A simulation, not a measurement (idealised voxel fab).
Herein follows the process module entitled voxel released beams.
Each square cell in cross-section cut measures 5 nm, and the section as a whole is 260 nm wide.
If you're reading a cross-section in this doc, picture square cells in a grid; it comes to you as bands, top ones listed first down to the bottom, and a band can be one or more rows of cells. The band entry comprises the height of the band's top followed by the height of its bottom, expressed in nm, and subsequently the band's materials from left to right, each stated together with its width in nm. Where a single material is marked with the word "all across", that material fills the band from edge to edge. The word "empty" represents empty space. Heads up on the height convention: 0 is the point under which the incoming wafer is all one material, and the lowest band has no bottom, it just keeps going down, like "0 down". Think of "30->40" as a width that walks from the first number to the second as you go down the band, top row to bottom row, taking equal-sized steps from row to row. The cross-section has no changed cell in any step marked "identical to before". Under "Sealed voids" you'll find the enclosed gaps, the ones with no way out to the top, that are 8 cells or bigger; each reads width x height at distance, with distance counted from the left edge, everything in nm. What comes after the settings on a step's line is commentary from the simulator itself on that step. You can add "overlay nm" to a step's line. For a step with a mask, it describes how far the mask lay to the right of its planned position, and a negative number describes a lay to the left.

The process steps that were planned are listed below:
1: RECEIVE, material Si
2: CONFORMAL_DEP, material Al2O3, thk nm 5
3: DIRECTIONAL_DEP, material SiO2, thk nm 15
4: DIRECTIONAL_DEP, material aC, thk nm 10
5: PATTERN, tone open, mask id ANCHOR, material resist, width nm 45, thk nm 30, overlay nm 0
6: DIRECTIONAL_ETCH, etch materials aC, depth nm 10
7: STRIP, etch materials resist
8: DIRECTIONAL_ETCH, etch materials SiO2, depth nm 15
9: STRIP, etch materials aC
10: CONFORMAL_DEP, material SiN, thk nm 15
11: DIRECTIONAL_DEP, material aC, thk nm 10
12: PATTERN, tone cover, mask id BEAM, material resist, width nm 120, thk nm 30, overlay nm 0
13: DIRECTIONAL_ETCH, etch materials aC, depth nm 10
14: STRIP, etch materials resist
15: DIRECTIONAL_ETCH, etch materials SiN, depth nm 15
16: STRIP, etch materials aC
17: STRIP, etch materials SiO2

Account of the first of two wafers, which was processed as intended:

Cross-section of the wafer at receipt, which is the condition after step 1:
0 down | Si all across
Sealed voids: none

Step 2 complete: cross-section through the wafer:
5 to 0 | Al2O3 all across
Below 0, no change.

Step 3 complete: cross-section through the wafer:
20 to 5 | SiO2 all across
Below 5, no change.

Step 4 complete: cross-section through the wafer:
30 to 20 | aC all across
Below 20, no change.

Step 5 complete: cross-section through the wafer:
60 to 30 | resist: 70 / empty: 45 / resist: 145
Below 30, no change.

Step 6 complete: cross-section through the wafer:
50 to 30 | resist: 70 / empty: 45 / resist: 145
30 to 20 | aC: 70 / empty: 45 / aC: 145
Below 20, no change.

Step 7 complete: cross-section through the wafer:
30 to 20 | aC: 70 / empty: 45 / aC: 145
Below 20, no change.

Step 8 complete: cross-section through the wafer:
30 to 20 | aC: 70 / empty: 45 / aC: 145
20 to 5 | SiO2: 70 / empty: 45 / SiO2: 145
Below 5, no change.

Step 9 complete: cross-section through the wafer:
20 to 5 | SiO2: 70 / empty: 45 / SiO2: 145
Below 5, no change.

Step 10 complete: cross-section through the wafer:
35 to 20 | SiN: 85 / empty: 15 / SiN: 160
20 to 5 | SiO2: 70 / SiN: 45 / SiO2: 145
Below 5, no change.

Step 11 complete: cross-section through the wafer:
45 to 35 | aC: 85 / empty: 15 / aC: 160
35 to 30 | SiN: 85 / empty: 15 / SiN: 160
30 to 20 | SiN: 85 / aC: 15 / SiN: 160
Below 20, no change.

Step 12 complete: cross-section through the wafer:
75 to 45 | empty: 65 / resist: 120 / empty: 75
45 to 35 | aC: 85 / resist: 15 / aC: 160
35 to 30 | SiN: 85 / resist: 15 / SiN: 160
Below 30, no change.

Step 13 complete: cross-section through the wafer:
65 to 45 | empty: 65 / resist: 120 / empty: 75
45 to 35 | empty: 65 / aC: 20 / resist: 15 / aC: 85 / empty: 75
Below 35, no change.

Step 14 complete: cross-section through the wafer:
45 to 35 | empty: 65 / aC: 20 / empty: 15 / aC: 85 / empty: 75
35 to 30 | SiN: 85 / empty: 15 / SiN: 160
Below 30, no change.

Step 15 complete: cross-section through the wafer:
45 to 35 | empty: 65 / aC: 20 / empty: 15 / aC: 85 / empty: 75
35 to 30 | empty: 65 / SiN: 20 / empty: 15 / SiN: 85 / empty: 75
30 to 20 | empty: 65 / SiN: 20 / aC: 15 / SiN: 85 / empty: 75
Below 20, no change.

Step 16 complete: cross-section through the wafer:
35 to 20 | empty: 65 / SiN: 20 / empty: 15 / SiN: 85 / empty: 75
Below 20, no change.

Step 17 complete: cross-section through the wafer:
35 to 20 | empty: 65 / SiN: 20 / empty: 15 / SiN: 85 / empty: 75
20 to 5 | empty: 70 / SiN: 45 / empty: 145
Below 5, no change.

Okay, second wafer. Nothing different at the start, nothing different in the plan, just one mistake somewhere in the running. As far as step 11, counting that step, it's the first wafer all over again:

Second wafer, sectioned view, at step 12's planned end time:
75 to 45 | empty: 60 / resist: 130 / empty: 70
45 to 35 | aC: 85 / resist: 15 / aC: 160
35 to 30 | SiN: 85 / resist: 15 / SiN: 160
Below 30, no change.

Second wafer, sectioned view, at step 13's planned end time:
65 to 45 | empty: 60 / resist: 130 / empty: 70
45 to 35 | empty: 60 / aC: 25 / resist: 15 / aC: 90 / empty: 70
Below 35, no change.

Second wafer, sectioned view, at step 14's planned end time:
45 to 35 | empty: 60 / aC: 25 / empty: 15 / aC: 90 / empty: 70
35 to 30 | SiN: 85 / empty: 15 / SiN: 160
Below 30, no change.

Second wafer, sectioned view, at step 15's planned end time:
45 to 35 | empty: 60 / aC: 25 / empty: 15 / aC: 90 / empty: 70
35 to 30 | empty: 60 / SiN: 25 / empty: 15 / SiN: 90 / empty: 70
30 to 20 | empty: 60 / SiN: 25 / aC: 15 / SiN: 90 / empty: 70
Below 20, no change.

Second wafer, sectioned view, at step 16's planned end time:
35 to 20 | empty: 60 / SiN: 25 / empty: 15 / SiN: 90 / empty: 70
Below 20, no change.

Second wafer, sectioned view, at step 17's planned end time:
35 to 20 | empty: 60 / SiN: 25 / empty: 15 / SiN: 90 / empty: 70
20 to 5 | empty: 70 / SiN: 45 / empty: 145
Below 5, no change.
What broke from the plan during processing? in deviation from the planned setting, step 12 was conducted as PATTERN, tone cover, mask id BEAM, material resist, width nm 130, thk nm 30, overlay nm 0
Counted in cells at the end, the second wafer holds more or fewer of these materials than the first: SiN +6
